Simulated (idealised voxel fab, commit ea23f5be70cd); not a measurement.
The process module presented herein is designated voxel air gaps.
This is section cut - it's 280 nm across, gridded in 5 nm square cells.
Cross-section, as written here: a square-cell grid given band by band from the top down, where a band holds one or more rows of cells. For a band, the entry starts with two heights in nm, that of the top and then that of the bottom, and carries on with the band's materials in order from left to right, each alongside its width in nm; the word "throughout" beside a single material means it fills the band edge to edge, and "empty" means empty space. Note: height 0 marks the level under which the wafer is uniformly one material as received. Lowest band unbounded below, written "0 -> down". The notation "30->40" denotes a width that varies across the rows of cells in the band, beginning at the first number in the top row, finishing at the second number in the bottom row, and changing by an identical amount from each row to the next. When a step is marked "nothing different", none of the cells in the cross-section changed during that step. The label "Trapped voids" introduces a list of the empty spaces, 8 cells or larger, that have no open way up to the top; each entry in it reads width x height at distance, where the distance is taken from the left edge and all three are stated in nm. Note: text after step settings on the step line = simulator remark on that step. overlay nm: how far to the right of its planned place the mask lay on this masked step (negative: to the left).

Process steps (planned)
1 RECEIVE [material Si]
2 CONFORMAL_DEP [material SiO2] [thk nm 10]
3 CONFORMAL_DEP [material SiCN] [thk nm 5]
4 DIRECTIONAL_DEP [material lowk] [thk nm 30]
5 PATTERN [tone open] [mask id LINES] [material resist] [width nm 20] [pitch nm 45] [thk nm 15] [overlay nm 0]
6 DIRECTIONAL_ETCH [etch materials lowk] [depth nm 30]
7 STRIP [etch materials resist]
8 CONFORMAL_DEP [material TiN] [thk nm 5]
9 FILL_DEP [material Cu] [thk nm 5]
10 CMP [height nm 45]
11 EPI [material Ru] [thk nm 10]
12 SELECTIVE_ETCH [etch materials lowk] [depth nm 40]
13 CONFORMAL_DEP [material SiCN] [thk nm 5]

Step 1 complete: cross-section of the wafer as received
0 -> down: Si throughout
Trapped voids: none

Figure: cross-sectional view of the wafer upon completion of the module, processed from the initial state and according to the plan depicted above, with one error introduced during execution
60 -> 55: empty 45 nm, SiCN 185 nm, empty 50 nm
55 -> 45: empty 45 nm, SiCN 5 nm, Ru 40 nm, SiCN 5 nm, Ru 40 nm, SiCN 5 nm, Ru 40 nm, SiCN 5 nm, Ru 40 nm, SiCN 5 nm, empty 50 nm
45 -> 40: empty 45 nm, SiCN 15 nm, TiN 5 nm, Cu 10 nm, TiN 5 nm, SiCN 25 nm, TiN 5 nm, Cu 10 nm, TiN 5 nm, SiCN 25 nm, TiN 5 nm, Cu 10 nm, TiN 5 nm, SiCN 25 nm, TiN 5 nm, Cu 10 nm, TiN 5 nm, SiCN 15 nm, empty 50 nm
40 -> 20: empty 55 nm, SiCN 5 nm, TiN 5 nm, Cu 10 nm, TiN 5 nm, SiCN 5 nm, empty 15 nm, SiCN 5 nm, TiN 5 nm, Cu 10 nm, TiN 5 nm, SiCN 5 nm, empty 15 nm, SiCN 5 nm, TiN 5 nm, Cu 10 nm, TiN 5 nm, SiCN 5 nm, empty 15 nm, SiCN 5 nm, TiN 5 nm, Cu 10 nm, TiN 5 nm, SiCN 5 nm, empty 60 nm
20 -> 15: SiCN 60 nm, TiN 20 nm, SiCN 25 nm, TiN 20 nm, SiCN 25 nm, TiN 20 nm, SiCN 25 nm, TiN 20 nm, SiCN 65 nm
15 -> 10: SiCN throughout
10 -> 0: Cu throughout
0 -> down: Si throughout
Trapped voids: 15 x 20 at 85; 15 x 20 at 130; 15 x 20 at 175
Against the plan, the run slipped here: step 2 changed vs plan, executed as CONFORMAL_DEP [material Cu] [thk nm 10]
